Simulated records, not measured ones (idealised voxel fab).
Documented hereafter: the process module known as voxel capacitor over wiring.
For reference, the cross-section in this document is cut, with width 300 nm and square cells of 5 nm.
Notation: cross-section as square-cell grid; stated in bands, top first, going down; one or more cell rows per band. Band entry format. Leading values: height of top, height of bottom, nm. Remainder: materials in left-to-right order, each with its width in nm. Special words: "edge to edge" on a single material, which then fills the band edge to edge; "empty", empty space. Ref level 0: as-received wafer is one material below here. Bottom band extends down with no lower bound ("0 nm and below"). The expression "30->40" gives the width at the extremes of the band, the first number at its top row of cells and the second at its bottom row, with the width changing by equal amounts from each row to the next in between. "identical to before" after a step means that no cell of the cross-section changed. Enclosed voids (no open way to top), threshold 8 cells or more, entry "Voids lacking openings", notation width x height at distance, distance from left edge, nm. Heads up: the bit after the settings on a step's line is the simulator's remark on that step. The line of a step may include "overlay nm". On a step with a mask, this value is how far to the right of its planned place the mask lay. A negative value means the mask lay to the left. Pairs from here to the end. Each: cross-section before one process step, cross-section after it, the latter only as far down as the lowest band that changed. Under each: the step between, and its settings. Mind that the pairs may be taken from different runs of this module on the same starting wafer; whether a pair continues from the pair above depends on its entry headed "Before step", and it does only where that entry says so.

BEFORE STEP
0 nm and below  Si edge to edge
Voids lacking openings: none

POST-PROCESS SECTION
15 nm to 0 nm  SiO2 edge to edge
Beneath the level 0, the cross-section is identical to its previous state.
Voids lacking openings: none
Step linking the sections shown: CONFORMAL_DEP: material SiO2, thk nm 15

Before step: see preceding pair, after cross-section.

POST-PROCESS SECTION
20 nm to 15 nm  TiN edge to edge
Beneath the level 15, the cross-section is identical to its previous state.
Voids lacking openings: none
Step linking the sections shown: DIRECTIONAL_DEP: material TiN, thk nm 5

Before step: see preceding pair, after cross-section.

POST-PROCESS SECTION
35 nm to 20 nm  Ru edge to edge
Beneath the level 20, the cross-section is identical to its previous state.
Voids lacking openings: none
Step linking the sections shown: DIRECTIONAL_DEP: material Ru, thk nm 15

Before step: see preceding pair, after cross-section.

POST-PROCESS SECTION
45 nm to 35 nm  aC edge to edge
Beneath the level 35, the cross-section is identical to its previous state.
Voids lacking openings: none
Step linking the sections shown: DIRECTIONAL_DEP: material aC, thk nm 10

Before step: see preceding pair, after cross-section.

POST-PROCESS SECTION
70 nm to 45 nm  95 empty; 25 resist; 55 empty; 25 resist; 100 empty
Beneath the level 45, the cross-section is identical to its previous state.
Voids lacking openings: none
Step linking the sections shown: PATTERN: tone cover, mask id METAL_1, material resist, width nm 25, pitch nm 80, thk nm 25, overlay nm 0

Before step: see preceding pair, after cross-section.

POST-PROCESS SECTION
60 nm to 45 nm  95 empty; 25 resist; 55 empty; 25 resist; 100 empty
45 nm to 35 nm  95 empty; 25 aC; 55 empty; 25 aC; 100 empty
Beneath the level 35, the cross-section is identical to its previous state.
Voids lacking openings: none
Step linking the sections shown: DIRECTIONAL_ETCH: etch materials aC, depth nm 10

Before step: see preceding pair, after cross-section.

POST-PROCESS SECTION
45 nm to 35 nm  95 empty; 25 aC; 55 empty; 25 aC; 100 empty
Beneath the level 35, the cross-section is identical to its previous state.
Voids lacking openings: none
Step linking the sections shown: STRIP: etch materials resist

Before step: see preceding pair, after cross-section.

POST-PROCESS SECTION
45 nm to 35 nm  95 empty; 25 aC; 55 empty; 25 aC; 100 empty
35 nm to 20 nm  95 empty; 25 Ru; 55 empty; 25 Ru; 100 empty
Beneath the level 20, the cross-section is identical to its previous state.
Voids lacking openings: none
Step linking the sections shown: DIRECTIONAL_ETCH: etch materials Ru, depth nm 15

Before step: see preceding pair, after cross-section.

POST-PROCESS SECTION
45 nm to 35 nm  95 empty; 25 aC; 55 empty; 25 aC; 100 empty
35 nm to 20 nm  95 empty; 25 Ru; 55 empty; 25 Ru; 100 empty
20 nm to 15 nm  95 empty; 25 TiN; 55 empty; 25 TiN; 100 empty
Beneath the level 15, the cross-section is identical to its previous state.
Voids lacking openings: none
Step linking the sections shown: DIRECTIONAL_ETCH: etch materials TiN, depth nm 5

Before step: see preceding pair, after cross-section.

POST-PROCESS SECTION
35 nm to 20 nm  95 empty; 25 Ru; 55 empty; 25 Ru; 100 empty
Beneath the level 20, the cross-section is identical to its previous state.
Voids lacking openings: none
Step linking the sections shown: STRIP: etch materials aC

Before step: see preceding pair, after cross-section.

POST-PROCESS SECTION
45 nm to 35 nm  SiO2 edge to edge
35 nm to 20 nm  95 SiO2; 25 Ru; 55 SiO2; 25 Ru; 100 SiO2
20 nm to 15 nm  95 SiO2; 25 TiN; 55 SiO2; 25 TiN; 100 SiO2
Beneath the level 15, the cross-section is identical to its previous state.
Voids lacking openings: none
Step linking the sections shown: FILL_DEP: material SiO2, thk nm 10

Before step: see preceding pair, after cross-section.

POST-PROCESS SECTION
35 nm to 20 nm  95 SiO2; 25 Ru; 55 SiO2; 25 Ru; 100 SiO2
Beneath the level 20, the cross-section is identical to its previous state.
Voids lacking openings: none
Step linking the sections shown: CMP: height nm 35

Before step: see preceding pair, after cross-section.

POST-PROCESS SECTION
40 nm to 35 nm  SiCN edge to edge
Beneath the level 35, the cross-section is identical to its previous state.
Voids lacking openings: none
Step linking the sections shown: CONFORMAL_DEP: material SiCN, thk nm 5

Before step: see preceding pair, after cross-section.

POST-PROCESS SECTION
60 nm to 40 nm  SiO2 edge to edge
Beneath the level 40, the cross-section is identical to its previous state.
Voids lacking openings: none
Step linking the sections shown: DIRECTIONAL_DEP: material SiO2, thk nm 20

Before step: see preceding pair, after cross-section.

POST-PROCESS SECTION
60 nm to 40 nm  105 SiO2; 15 empty; 180 SiO2
Beneath the level 40, the cross-section is identical to its previous state.
Voids lacking openings: none
Step linking the sections shown: MASKED_ETCH: tone open, mask id PLUG_1, width nm 15, etch materials SiO2, depth nm 20, overlay nm 0

Before step: see preceding pair, after cross-section.

POST-PROCESS SECTION
60 nm to 40 nm  105 SiO2; 15 empty; 180 SiO2
40 nm to 35 nm  105 SiCN; 15 empty; 180 SiCN
Beneath the level 35, the cross-section is identical to its previous state.
Voids lacking openings: none
Step linking the sections shown: MASKED_ETCH: tone open, mask id PLUG_1, width nm 15, etch materials SiCN, depth nm 5, overlay nm 0

Before step: see preceding pair, after cross-section.

POST-PROCESS SECTION
65 nm to 60 nm  110 TiN; 5 empty; 185 TiN
60 nm to 40 nm  105 SiO2; 5 TiN; 5 empty; 5 TiN; 180 SiO2
40 nm to 35 nm  105 SiCN; 15 TiN; 180 SiCN
Beneath the level 35, the cross-section is identical to its previous state.
Voids lacking openings: none
Step linking the sections shown: CONFORMAL_DEP: material TiN, thk nm 5

Before step: see preceding pair, after cross-section.

POST-PROCESS SECTION
70 nm to 65 nm  Ru edge to edge
65 nm to 60 nm  110 TiN; 5 Ru; 185 TiN
60 nm to 40 nm  105 SiO2; 5 TiN; 5 Ru; 5 TiN; 180 SiO2
Beneath the level 40, the cross-section is identical to its previous state.
Voids lacking openings: none
Step linking the sections shown: FILL_DEP: material Ru, thk nm 5

Before step: see preceding pair, after cross-section.

POST-PROCESS SECTION
60 nm to 40 nm  105 SiO2; 5 TiN; 5 Ru; 5 TiN; 180 SiO2
Beneath the level 40, the cross-section is identical to its previous state.
Voids lacking openings: none
Step linking the sections shown: CMP: height nm 60

Before step: see preceding pair, after cross-section.

POST-PROCESS SECTION
70 nm to 60 nm  TiN edge to edge
Beneath the level 60, the cross-section is identical to its previous state.
Voids lacking openings: none
Step linking the sections shown: DIRECTIONAL_DEP: material TiN, thk nm 10

Before step: see preceding pair, after cross-section.

POST-PROCESS SECTION
75 nm to 70 nm  Al2O3 edge to edge
Beneath the level 70, the cross-section is identical to its previous state.
Voids lacking openings: none
Step linking the sections shown: DIRECTIONAL_DEP: material Al2O3, thk nm 5

Before step: see preceding pair, after cross-section.

POST-PROCESS SECTION
80 nm to 75 nm  TiN edge to edge
Beneath the level 75, the cross-section is identical to its previous state.
Voids lacking openings: none
Step linking the sections shown: DIRECTIONAL_DEP: material TiN, thk nm 5

Before step: see preceding pair, after cross-section.

POST-PROCESS SECTION
80 nm to 75 nm  105 empty; 60 TiN; 135 empty
Beneath the level 75, the cross-section is identical to its previous state.
Voids lacking openings: none
Step linking the sections shown: MASKED_ETCH: tone cover, mask id UPPER_PLATE, width nm 60, etch materials TiN, depth nm 5, overlay nm 0

Before step: see preceding pair, after cross-section.

POST-PROCESS SECTION
80 nm to 75 nm  105 empty; 60 TiN; 135 empty
75 nm to 70 nm  105 empty; 60 Al2O3; 135 empty
Beneath the level 70, the cross-section is identical to its previous state.
Voids lacking openings: none
Step linking the sections shown: MASKED_ETCH: tone cover, mask id UPPER_PLATE, width nm 60, etch materials Al2O3, depth nm 5, overlay nm 0

Before step: see preceding pair, after cross-section.

POST-PROCESS SECTION
80 nm to 75 nm  105 empty; 60 TiN; 135 empty
75 nm to 70 nm  105 empty; 60 Al2O3; 135 empty
70 nm to 60 nm  100 empty; 70 TiN; 130 empty
Beneath the level 60, the cross-section is identical to its previous state.
Voids lacking openings: none
Step linking the sections shown: MASKED_ETCH: tone cover, mask id LOWER_PLATE, width nm 70, etch materials TiN, depth nm 10, overlay nm 0

Before step: see preceding pair, after cross-section.

POST-PROCESS SECTION
95 nm to 80 nm  SiO2 edge to edge
80 nm to 75 nm  105 SiO2; 60 TiN; 135 SiO2
75 nm to 70 nm  105 SiO2; 60 Al2O3; 135 SiO2
70 nm to 60 nm  100 SiO2; 70 TiN; 130 SiO2
Beneath the level 60, the cross-section is identical to its previous state.
Voids lacking openings: none
Step linking the sections shown: FILL_DEP: material SiO2, thk nm 15

Before step: see preceding pair, after cross-section.

POST-PROCESS SECTION
90 nm to 80 nm  SiO2 edge to edge
Beneath the level 80, the cross-section is identical to its previous state.
Voids lacking openings: none
Step linking the sections shown: CMP: height nm 90

Before step: see preceding pair, after cross-section.

POST-PROCESS SECTION
105 nm to 90 nm  aC edge to edge
Beneath the level 90, the cross-section is identical to its previous state.
Voids lacking openings: none
Step linking the sections shown: DIRECTIONAL_DEP: material aC, thk nm 15

Before step: see preceding pair, after cross-section.

POST-PROCESS SECTION
140 nm to 105 nm  115 resist; 15 empty; 170 resist
Beneath the level 105, the cross-section is identical to its previous state.
Voids lacking openings: none
Step linking the sections shown: PATTERN: tone open, mask id PLUG_2, material resist, width nm 15, thk nm 35, overlay nm 0

Before step: see preceding pair, after cross-section.

POST-PROCESS SECTION
125 nm to 105 nm  115 resist; 15 empty; 170 resist
105 nm to 90 nm  115 aC; 15 empty; 170 aC
Beneath the level 90, the cross-section is identical to its previous state.
Voids lacking openings: none
Step linking the sections shown: DIRECTIONAL_ETCH: etch materials aC, depth nm 15

Before step: see preceding pair, after cross-section.

POST-PROCESS SECTION
105 nm to 90 nm  115 aC; 15 empty; 170 aC
Beneath the level 90, the cross-section is identical to its previous state.
Voids lacking openings: none
Step linking the sections shown: STRIP: etch materials resist

Before step: see preceding pair, after cross-section.

POST-PROCESS SECTION
105 nm to 90 nm  115 aC; 15 empty; 170 aC
90 nm to 80 nm  115 SiO2; 15 empty; 170 SiO2
Beneath the level 80, the cross-section is identical to its previous state.
Voids lacking openings: none
Step linking the sections shown: DIRECTIONAL_ETCH: etch materials SiO2, depth nm 10

Before step: see preceding pair, after cross-section.

POST-PROCESS SECTION
90 nm to 80 nm  115 SiO2; 15 empty; 170 SiO2
Beneath the level 80, the cross-section is identical to its previous state.
Voids lacking openings: none
Step linking the sections shown: STRIP: etch materials aC

Before step: see preceding pair, after cross-section.

POST-PROCESS SECTION
95 nm to 90 nm  120 TiN; 5 empty; 175 TiN
90 nm to 85 nm  115 SiO2; 5 TiN; 5 empty; 5 TiN; 170 SiO2
85 nm to 75 nm  115->105 SiO2; 15->60 TiN; 170->135 SiO2
Beneath the level 75, the cross-section is identical to its previous state.
Voids lacking openings: none
Step linking the sections shown: CONFORMAL_DEP: material TiN, thk nm 5

Before step: see preceding pair, after cross-section.

POST-PROCESS SECTION
100 nm to 95 nm  Ru edge to edge
95 nm to 90 nm  120 TiN; 5 Ru; 175 TiN
90 nm to 85 nm  115 SiO2; 5 TiN; 5 Ru; 5 TiN; 170 SiO2
Beneath the level 85, the cross-section is identical to its previous state.
Voids lacking openings: none
Step linking the sections shown: FILL_DEP: material Ru, thk nm 5

Before step: see preceding pair, after cross-section.

POST-PROCESS SECTION
90 nm to 85 nm  115 SiO2; 5 TiN; 5 Ru; 5 TiN; 170 SiO2
Beneath the level 85, the cross-section is identical to its previous state.
Voids lacking openings: none
Step linking the sections shown: CMP: height nm 90

Before step: see preceding pair, after cross-section.

POST-PROCESS SECTION
95 nm to 90 nm  SiN edge to edge
Beneath the level 90, the cross-section is identical to its previous state.
Voids lacking openings: none
Step linking the sections shown: CONFORMAL_DEP: material SiN, thk nm 5

BEFORE STEP
15 nm to 0 nm  SiO2 edge to edge
0 nm and below  Si edge to edge
Voids lacking openings: none

POST-PROCESS SECTION
30 nm to 15 nm  Ru edge to edge
Beneath the level 15, the cross-section is identical to its previous state.
Voids lacking openings: none
Step linking the sections shown: DIRECTIONAL_DEP: material Ru, thk nm 15

Before step: see preceding pair, after cross-section.

POST-PROCESS SECTION
40 nm to 30 nm  aC edge to edge
Beneath the level 30, the cross-section is identical to its previous state.
Voids lacking openings: none
Step linking the sections shown: DIRECTIONAL_DEP: material aC, thk nm 10

Before step: see preceding pair, after cross-section.

POST-PROCESS SECTION
65 nm to 40 nm  95 empty; 25 resist; 55 empty; 25 resist; 100 empty
Beneath the level 40, the cross-section is identical to its previous state.
Voids lacking openings: none
Step linking the sections shown: PATTERN: tone cover, mask id METAL_1, material resist, width nm 25, pitch nm 80, thk nm 25, overlay nm 0

Before step: see preceding pair, after cross-section.

POST-PROCESS SECTION
55 nm to 40 nm  95 empty; 25 resist; 55 empty; 25 resist; 100 empty
40 nm to 30 nm  95 empty; 25 aC; 55 empty; 25 aC; 100 empty
Beneath the level 30, the cross-section is identical to its previous state.
Voids lacking openings: none
Step linking the sections shown: DIRECTIONAL_ETCH: etch materials aC, depth nm 10

Before step: see preceding pair, after cross-section.

POST-PROCESS SECTION
40 nm to 30 nm  95 empty; 25 aC; 55 empty; 25 aC; 100 empty
Beneath the level 30, the cross-section is identical to its previous state.
Voids lacking openings: none
Step linking the sections shown: STRIP: etch materials resist

Before step: see preceding pair, after cross-section.

POST-PROCESS SECTION
40 nm to 30 nm  95 empty; 25 aC; 55 empty; 25 aC; 100 empty
30 nm to 15 nm  95 empty; 25 Ru; 55 empty; 25 Ru; 100 empty
Beneath the level 15, the cross-section is identical to its previous state.
Voids lacking openings: none
Step linking the sections shown: DIRECTIONAL_ETCH: etch materials Ru, depth nm 15

Before step: see preceding pair, after cross-section.

POST-PROCESS SECTION
30 nm to 15 nm  95 empty; 25 Ru; 55 empty; 25 Ru; 100 empty
Beneath the level 15, the cross-section is identical to its previous state.
Voids lacking openings: none
Step linking the sections shown: STRIP: etch materials aC

Before step: see preceding pair, after cross-section.

POST-PROCESS SECTION
40 nm to 30 nm  SiO2 edge to edge
30 nm to 15 nm  95 SiO2; 25 Ru; 55 SiO2; 25 Ru; 100 SiO2
Beneath the level 15, the cross-section is identical to its previous state.
Voids lacking openings: none
Step linking the sections shown: FILL_DEP: material SiO2, thk nm 10

Before step: see preceding pair, after cross-section.

POST-PROCESS SECTION
35 nm to 30 nm  SiO2 edge to edge
Beneath the level 30, the cross-section is identical to its previous state.
Voids lacking openings: none
Step linking the sections shown: CMP: height nm 35

Before step: see preceding pair, after cross-section.

POST-PROCESS SECTION
40 nm to 35 nm  SiCN edge to edge
Beneath the level 35, the cross-section is identical to its previous state.
Voids lacking openings: none
Step linking the sections shown: CONFORMAL_DEP: material SiCN, thk nm 5

Before step: see preceding pair, after cross-section.

POST-PROCESS SECTION
60 nm to 40 nm  SiO2 edge to edge
Beneath the level 40, the cross-section is identical to its previous state.
Voids lacking openings: none
Step linking the sections shown: DIRECTIONAL_DEP: material SiO2, thk nm 20

Before step: see preceding pair, after cross-section.

POST-PROCESS SECTION
60 nm to 40 nm  105 SiO2; 15 empty; 180 SiO2
Beneath the level 40, the cross-section is identical to its previous state.
Voids lacking openings: none
Step linking the sections shown: MASKED_ETCH: tone open, mask id PLUG_1, width nm 15, etch materials SiO2, depth nm 20, overlay nm 0

Before step: see preceding pair, after cross-section.

POST-PROCESS SECTION
60 nm to 40 nm  105 SiO2; 15 empty; 180 SiO2
40 nm to 35 nm  105 SiCN; 15 empty; 180 SiCN
Beneath the level 35, the cross-section is identical to its previous state.
Voids lacking openings: none
Step linking the sections shown: MASKED_ETCH: tone open, mask id PLUG_1, width nm 15, etch materials SiCN, depth nm 5, overlay nm 0

Before step: see preceding pair, after cross-section.

POST-PROCESS SECTION
65 nm to 60 nm  110 TiN; 5 empty; 185 TiN
60 nm to 40 nm  105 SiO2; 5 TiN; 5 empty; 5 TiN; 180 SiO2
40 nm to 35 nm  105 SiCN; 15 TiN; 180 SiCN
Beneath the level 35, the cross-section is identical to its previous state.
Voids lacking openings: none
Step linking the sections shown: CONFORMAL_DEP: material TiN, thk nm 5

Before step: see preceding pair, after cross-section.

POST-PROCESS SECTION
70 nm to 65 nm  Ru edge to edge
65 nm to 60 nm  110 TiN; 5 Ru; 185 TiN
60 nm to 40 nm  105 SiO2; 5 TiN; 5 Ru; 5 TiN; 180 SiO2
Beneath the level 40, the cross-section is identical to its previous state.
Voids lacking openings: none
Step linking the sections shown: FILL_DEP: material Ru, thk nm 5

Before step: see preceding pair, after cross-section.

POST-PROCESS SECTION
60 nm to 40 nm  105 SiO2; 5 TiN; 5 Ru; 5 TiN; 180 SiO2
Beneath the level 40, the cross-section is identical to its previous state.
Voids lacking openings: none
Step linking the sections shown: CMP: height nm 60

Before step: see preceding pair, after cross-section.

POST-PROCESS SECTION
70 nm to 60 nm  TiN edge to edge
Beneath the level 60, the cross-section is identical to its previous state.
Voids lacking openings: none
Step linking the sections shown: DIRECTIONAL_DEP: material TiN, thk nm 10

Before step: see preceding pair, after cross-section.

POST-PROCESS SECTION
75 nm to 70 nm  Al2O3 edge to edge
Beneath the level 70, the cross-section is identical to its previous state.
Voids lacking openings: none
Step linking the sections shown: DIRECTIONAL_DEP: material Al2O3, thk nm 5

Before step: see preceding pair, after cross-section.

POST-PROCESS SECTION
80 nm to 75 nm  TiN edge to edge
Beneath the level 75, the cross-section is identical to its previous state.
Voids lacking openings: none
Step linking the sections shown: DIRECTIONAL_DEP: material TiN, thk nm 5

Before step: see preceding pair, after cross-section.

POST-PROCESS SECTION
80 nm to 75 nm  105 empty; 60 TiN; 135 empty
Beneath the level 75, the cross-section is identical to its previous state.
Voids lacking openings: none
Step linking the sections shown: MASKED_ETCH: tone cover, mask id UPPER_PLATE, width nm 60, etch materials TiN, depth nm 5, overlay nm 0

Before step: see preceding pair, after cross-section.

POST-PROCESS SECTION
80 nm to 75 nm  105 empty; 60 TiN; 135 empty
75 nm to 70 nm  105 empty; 60 Al2O3; 135 empty
Beneath the level 70, the cross-section is identical to its previous state.
Voids lacking openings: none
Step linking the sections shown: MASKED_ETCH: tone cover, mask id UPPER_PLATE, width nm 60, etch materials Al2O3, depth nm 5, overlay nm 0

Before step: see preceding pair, after cross-section.

POST-PROCESS SECTION
80 nm to 75 nm  105 empty; 60 TiN; 135 empty
75 nm to 70 nm  105 empty; 60 Al2O3; 135 empty
70 nm to 60 nm  100 empty; 70 TiN; 130 empty
Beneath the level 60, the cross-section is identical to its previous state.
Voids lacking openings: none
Step linking the sections shown: MASKED_ETCH: tone cover, mask id LOWER_PLATE, width nm 70, etch materials TiN, depth nm 10, overlay nm 0

Before step: see preceding pair, after cross-section.

POST-PROCESS SECTION
95 nm to 80 nm  SiO2 edge to edge
80 nm to 75 nm  105 SiO2; 60 TiN; 135 SiO2
75 nm to 70 nm  105 SiO2; 60 Al2O3; 135 SiO2
70 nm to 60 nm  100 SiO2; 70 TiN; 130 SiO2
Beneath the level 60, the cross-section is identical to its previous state.
Voids lacking openings: none
Step linking the sections shown: FILL_DEP: material SiO2, thk nm 15

Before step: see preceding pair, after cross-section.

POST-PROCESS SECTION
90 nm to 80 nm  SiO2 edge to edge
Beneath the level 80, the cross-section is identical to its previous state.
Voids lacking openings: none
Step linking the sections shown: CMP: height nm 90

Before step: see preceding pair, after cross-section.

POST-PROCESS SECTION
105 nm to 90 nm  aC edge to edge
Beneath the level 90, the cross-section is identical to its previous state.
Voids lacking openings: none
Step linking the sections shown: DIRECTIONAL_DEP: material aC, thk nm 15

Before step: see preceding pair, after cross-section.

POST-PROCESS SECTION
140 nm to 105 nm  115 resist; 15 empty; 170 resist
Beneath the level 105, the cross-section is identical to its previous state.
Voids lacking openings: none
Step linking the sections shown: PATTERN: tone open, mask id PLUG_2, material resist, width nm 15, thk nm 35, overlay nm 0

Before step: see preceding pair, after cross-section.

POST-PROCESS SECTION
125 nm to 105 nm  115 resist; 15 empty; 170 resist
105 nm to 90 nm  115 aC; 15 empty; 170 aC
Beneath the level 90, the cross-section is identical to its previous state.
Voids lacking openings: none
Step linking the sections shown: DIRECTIONAL_ETCH: etch materials aC, depth nm 15

Before step: see preceding pair, after cross-section.

POST-PROCESS SECTION
105 nm to 90 nm  115 aC; 15 empty; 170 aC
Beneath the level 90, the cross-section is identical to its previous state.
Voids lacking openings: none
Step linking the sections shown: STRIP: etch materials resist

Before step: see preceding pair, after cross-section.

POST-PROCESS SECTION
105 nm to 90 nm  115 aC; 15 empty; 170 aC
90 nm to 80 nm  115 SiO2; 15 empty; 170 SiO2
Beneath the level 80, the cross-section is identical to its previous state.
Voids lacking openings: none
Step linking the sections shown: DIRECTIONAL_ETCH: etch materials SiO2, depth nm 10

Before step: see preceding pair, after cross-section.

POST-PROCESS SECTION
90 nm to 80 nm  115 SiO2; 15 empty; 170 SiO2
Beneath the level 80, the cross-section is identical to its previous state.
Voids lacking openings: none
Step linking the sections shown: STRIP: etch materials aC

Before step: see preceding pair, after cross-section.

POST-PROCESS SECTION
95 nm to 90 nm  120 TiN; 5 empty; 175 TiN
90 nm to 85 nm  115 SiO2; 5 TiN; 5 empty; 5 TiN; 170 SiO2
85 nm to 75 nm  115->105 SiO2; 15->60 TiN; 170->135 SiO2
Beneath the level 75, the cross-section is identical to its previous state.
Voids lacking openings: none
Step linking the sections shown: CONFORMAL_DEP: material TiN, thk nm 5

Before step: see preceding pair, after cross-section.

POST-PROCESS SECTION
100 nm to 95 nm  Ru edge to edge
95 nm to 90 nm  120 TiN; 5 Ru; 175 TiN
90 nm to 85 nm  115 SiO2; 5 TiN; 5 Ru; 5 TiN; 170 SiO2
Beneath the level 85, the cross-section is identical to its previous state.
Voids lacking openings: none
Step linking the sections shown: FILL_DEP: material Ru, thk nm 5

Before step: see preceding pair, after cross-section.

POST-PROCESS SECTION
90 nm to 85 nm  115 SiO2; 5 TiN; 5 Ru; 5 TiN; 170 SiO2
Beneath the level 85, the cross-section is identical to its previous state.
Voids lacking openings: none
Step linking the sections shown: CMP: height nm 90

Before step: see preceding pair, after cross-section.

POST-PROCESS SECTION
95 nm to 90 nm  SiN edge to edge
Beneath the level 90, the cross-section is identical to its previous state.
Voids lacking openings: none
Step linking the sections shown: CONFORMAL_DEP: material SiN, thk nm 5

BEFORE STEP
15 nm to 0 nm  SiO2 edge to edge
0 nm and below  Si edge to edge
Voids lacking openings: none

POST-PROCESS SECTION
30 nm to 0 nm  SiO2 edge to edge
Beneath the level 0, the cross-section is identical to its previous state.
Voids lacking openings: none
Step linking the sections shown: CONFORMAL_DEP: material SiO2, thk nm 15

Before step: see preceding pair, after cross-section.

POST-PROCESS SECTION
35 nm to 30 nm  TiN edge to edge
Beneath the level 30, the cross-section is identical to its previous state.
Voids lacking openings: none
Step linking the sections shown: DIRECTIONAL_DEP: material TiN, thk nm 5

Before step: see preceding pair, after cross-section.

POST-PROCESS SECTION
50 nm to 35 nm  Ru edge to edge
Beneath the level 35, the cross-section is identical to its previous state.
Voids lacking openings: none
Step linking the sections shown: DIRECTIONAL_DEP: material Ru, thk nm 15

Before step: see preceding pair, after cross-section.

POST-PROCESS SECTION
60 nm to 50 nm  aC edge to edge
Beneath the level 50, the cross-section is identical to its previous state.
Voids lacking openings: none
Step linking the sections shown: DIRECTIONAL_DEP: material aC, thk nm 10

Before step: see preceding pair, after cross-section.

POST-PROCESS SECTION
85 nm to 60 nm  95 empty; 25 resist; 55 empty; 25 resist; 100 empty
Beneath the level 60, the cross-section is identical to its previous state.
Voids lacking openings: none
Step linking the sections shown: PATTERN: tone cover, mask id METAL_1, material resist, width nm 25, pitch nm 80, thk nm 25, overlay nm 0

Before step: see preceding pair, after cross-section.

POST-PROCESS SECTION
75 nm to 60 nm  95 empty; 25 resist; 55 empty; 25 resist; 100 empty
60 nm to 50 nm  95 empty; 25 aC; 55 empty; 25 aC; 100 empty
Beneath the level 50, the cross-section is identical to its previous state.
Voids lacking openings: none
Step linking the sections shown: DIRECTIONAL_ETCH: etch materials aC, depth nm 10

Before step: see preceding pair, after cross-section.

POST-PROCESS SECTION
60 nm to 50 nm  95 empty; 25 aC; 55 empty; 25 aC; 100 empty
Beneath the level 50, the cross-section is identical to its previous state.
Voids lacking openings: none
Step linking the sections shown: STRIP: etch materials resist

Before step: see preceding pair, after cross-section.

POST-PROCESS SECTION
60 nm to 50 nm  95 empty; 25 aC; 55 empty; 25 aC; 100 empty
50 nm to 35 nm  95 empty; 25 Ru; 55 empty; 25 Ru; 100 empty
Beneath the level 35, the cross-section is identical to its previous state.
Voids lacking openings: none
Step linking the sections shown: DIRECTIONAL_ETCH: etch materials Ru, depth nm 15

Before step: see preceding pair, after cross-section.

POST-PROCESS SECTION
60 nm to 50 nm  95 empty; 25 aC; 55 empty; 25 aC; 100 empty
50 nm to 35 nm  95 empty; 25 Ru; 55 empty; 25 Ru; 100 empty
35 nm to 30 nm  95 empty; 25 TiN; 55 empty; 25 TiN; 100 empty
Beneath the level 30, the cross-section is identical to its previous state.
Voids lacking openings: none
Step linking the sections shown: DIRECTIONAL_ETCH: etch materials TiN, depth nm 5

Before step: see preceding pair, after cross-section.

POST-PROCESS SECTION
50 nm to 35 nm  95 empty; 25 Ru; 55 empty; 25 Ru; 100 empty
Beneath the level 35, the cross-section is identical to its previous state.
Voids lacking openings: none
Step linking the sections shown: STRIP: etch materials aC

Before step: see preceding pair, after cross-section.

POST-PROCESS SECTION
60 nm to 50 nm  SiO2 edge to edge
50 nm to 35 nm  95 SiO2; 25 Ru; 55 SiO2; 25 Ru; 100 SiO2
35 nm to 30 nm  95 SiO2; 25 TiN; 55 SiO2; 25 TiN; 100 SiO2
Beneath the level 30, the cross-section is identical to its previous state.
Voids lacking openings: none
Step linking the sections shown: FILL_DEP: material SiO2, thk nm 10

Before step: see preceding pair, after cross-section.

POST-PROCESS SECTION
35 nm to 30 nm  95 SiO2; 25 TiN; 55 SiO2; 25 TiN; 100 SiO2
Beneath the level 30, the cross-section is identical to its previous state.
Voids lacking openings: none
Step linking the sections shown: CMP: height nm 35

Before step: see preceding pair, after cross-section.

POST-PROCESS SECTION
40 nm to 35 nm  SiCN edge to edge
Beneath the level 35, the cross-section is identical to its previous state.
Voids lacking openings: none
Step linking the sections shown: CONFORMAL_DEP: material SiCN, thk nm 5

Before step: see preceding pair, after cross-section.

POST-PROCESS SECTION
60 nm to 40 nm  SiO2 edge to edge
Beneath the level 40, the cross-section is identical to its previous state.
Voids lacking openings: none
Step linking the sections shown: DIRECTIONAL_DEP: material SiO2, thk nm 20

Before step: see preceding pair, after cross-section.

POST-PROCESS SECTION
60 nm to 40 nm  105 SiO2; 15 empty; 180 SiO2
Beneath the level 40, the cross-section is identical to its previous state.
Voids lacking openings: none
Step linking the sections shown: MASKED_ETCH: tone open, mask id PLUG_1, width nm 15, etch materials SiO2, depth nm 20, overlay nm 0

Before step: see preceding pair, after cross-section.

POST-PROCESS SECTION
60 nm to 40 nm  105 SiO2; 15 empty; 180 SiO2
40 nm to 35 nm  105 SiCN; 15 empty; 180 SiCN
Beneath the level 35, the cross-section is identical to its previous state.
Voids lacking openings: none
Step linking the sections shown: MASKED_ETCH: tone open, mask id PLUG_1, width nm 15, etch materials SiCN, depth nm 5, overlay nm 0

Before step: see preceding pair, after cross-section.

POST-PROCESS SECTION
65 nm to 60 nm  110 TiN; 5 empty; 185 TiN
60 nm to 40 nm  105 SiO2; 5 TiN; 5 empty; 5 TiN; 180 SiO2
40 nm to 35 nm  105 SiCN; 15 TiN; 180 SiCN
Beneath the level 35, the cross-section is identical to its previous state.
Voids lacking openings: none
Step linking the sections shown: CONFORMAL_DEP: material TiN, thk nm 5

Before step: see preceding pair, after cross-section.

POST-PROCESS SECTION
70 nm to 65 nm  Ru edge to edge
65 nm to 60 nm  110 TiN; 5 Ru; 185 TiN
60 nm to 40 nm  105 SiO2; 5 TiN; 5 Ru; 5 TiN; 180 SiO2
Beneath the level 40, the cross-section is identical to its previous state.
Voids lacking openings: none
Step linking the sections shown: FILL_DEP: material Ru, thk nm 5

Before step: see preceding pair, after cross-section.

POST-PROCESS SECTION
60 nm to 40 nm  105 SiO2; 5 TiN; 5 Ru; 5 TiN; 180 SiO2
Beneath the level 40, the cross-section is identical to its previous state.
Voids lacking openings: none
Step linking the sections shown: CMP: height nm 60

Before step: see preceding pair, after cross-section.

POST-PROCESS SECTION
70 nm to 60 nm  TiN edge to edge
Beneath the level 60, the cross-section is identical to its previous state.
Voids lacking openings: none
Step linking the sections shown: DIRECTIONAL_DEP: material TiN, thk nm 10

Before step: see preceding pair, after cross-section.

POST-PROCESS SECTION
75 nm to 70 nm  Al2O3 edge to edge
Beneath the level 70, the cross-section is identical to its previous state.
Voids lacking openings: none
Step linking the sections shown: DIRECTIONAL_DEP: material Al2O3, thk nm 5

Before step: see preceding pair, after cross-section.

POST-PROCESS SECTION
80 nm to 75 nm  TiN edge to edge
Beneath the level 75, the cross-section is identical to its previous state.
Voids lacking openings: none
Step linking the sections shown: DIRECTIONAL_DEP: material TiN, thk nm 5
